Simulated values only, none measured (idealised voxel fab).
Process module name: voxel self aligned contacts
For reference, the cross-section in this document is cut, with width 180 nm and square cells of 5 nm.
Throughout this document, each cross-section is represented as a grid of square cells and is presented as a sequence of bands enumerated from the top downward, where a band comprises one or more rows of cells.
Heads up on the band format: heights come first, top then bottom, in nm. After that it's the materials left to right, each with its width in nm. A single material flagged "full width" fills the whole band edge to edge, and "air" means there's empty space there.
We count height from 0. Below that, the starting wafer is all one material. The lowest band never ends at the bottom but goes on down; see "0 nm and below" for how that is written.
Quick explanation for "30..40": the width changes in equal steps down the rows of cells, from the first number in the band's top row to the second number in its bottom row.
No cell of the cross-section changed in a step that is given as "no modification".
This entry, "Sealed void listing", enumerates those empty regions of no fewer than 8 cells that possess no open connection to the top. Each region is reported in the form width x height at distance, the distance being taken from the left edge, with all three quantities expressed in nm.
Post-settings text on a step line: simulator's own remark regarding the step.
For masked steps, "overlay nm" on the step line gives how far right of plan the mask actually lay; a minus sign means it lay to the left.

# The steps planned for the process are as follows
1: RECEIVE with material Si
2: CONFORMAL_DEP with material SiO2, thk nm 5
3: DIRECTIONAL_DEP with material polySi, thk nm 20
4: DIRECTIONAL_DEP with material SiN, thk nm 20
5: MASKED_ETCH with tone cover, mask id GATE, width nm 30, pitch nm 75, etch materials SiN, depth nm 20, overlay nm 0
6: MASKED_ETCH with tone cover, mask id GATE, width nm 30, pitch nm 75, etch materials polySi, depth nm 20, overlay nm 0
7: CONFORMAL_DEP with material SiN, thk nm 10
8: DIRECTIONAL_ETCH with etch materials SiN, depth nm 10
9: FILL_DEP with material SiO2, thk nm 10
10: CMP with height nm 50
11: PATTERN with tone open, mask id CONTACT, material resist, width nm 55, thk nm 20, overlay nm 0
12: DIRECTIONAL_ETCH with etch materials SiO2, depth nm 50
13: STRIP with etch materials resist
14: CONFORMAL_DEP with material TiN, thk nm 5
15: FILL_DEP with material Ru, thk nm 5
16: CMP with height nm 50
17: CONFORMAL_DEP with material SiCN, thk nm 5

# Received-state cross-section, reflecting completion of step 1
* 0 nm and below = Si full width
* Sealed void listing: none

# Wafer cross-section at module end: first of two, run to plan
* 55 nm to 50 nm = SiCN full width
* 50 nm to 45 nm = SiO2 60 nm; TiN 20 nm; Ru 15 nm; TiN 20 nm; SiO2 65 nm
* 45 nm to 25 nm = SiO2 25 nm; SiN 50 nm; TiN 5 nm; Ru 15 nm; TiN 5 nm; SiN 50 nm; SiO2 30 nm
* 25 nm to 5 nm = SiO2 25 nm; SiN 10 nm; polySi 30 nm; SiN 10 nm; TiN 5 nm; Ru 15 nm; TiN 5 nm; SiN 10 nm; polySi 30 nm; SiN 10 nm; SiO2 30 nm
* 5 nm to 0 nm = SiO2 75 nm; TiN 25 nm; SiO2 80 nm
* 0 nm and below = Si full width
* Sealed void listing: none

# Cross-section of the latter of the two wafers at module completion. It had an identical start and an identical plan to the former; in running it, one mistake was made
* 65 nm to 50 nm = SiCN full width
* 50 nm to 45 nm = SiO2 60 nm; TiN 20 nm; Ru 15 nm; TiN 20 nm; SiO2 65 nm
* 45 nm to 25 nm = SiO2 25 nm; SiN 50 nm; TiN 5 nm; Ru 15 nm; TiN 5 nm; SiN 50 nm; SiO2 30 nm
* 25 nm to 5 nm = SiO2 25 nm; SiN 10 nm; polySi 30 nm; SiN 10 nm; TiN 5 nm; Ru 15 nm; TiN 5 nm; SiN 10 nm; polySi 30 nm; SiN 10 nm; SiO2 30 nm
* 5 nm to 0 nm = SiO2 75 nm; TiN 25 nm; SiO2 80 nm
* 0 nm and below = Si full width
* Sealed void listing: none
Against the plan, the run slipped here: note that step 17 departed from the planned setting and was carried out as CONFORMAL_DEP with material SiCN, thk nm 15
Final comparison by cell count, materials where the second wafer has more or fewer than the first: 72 more of SiCN
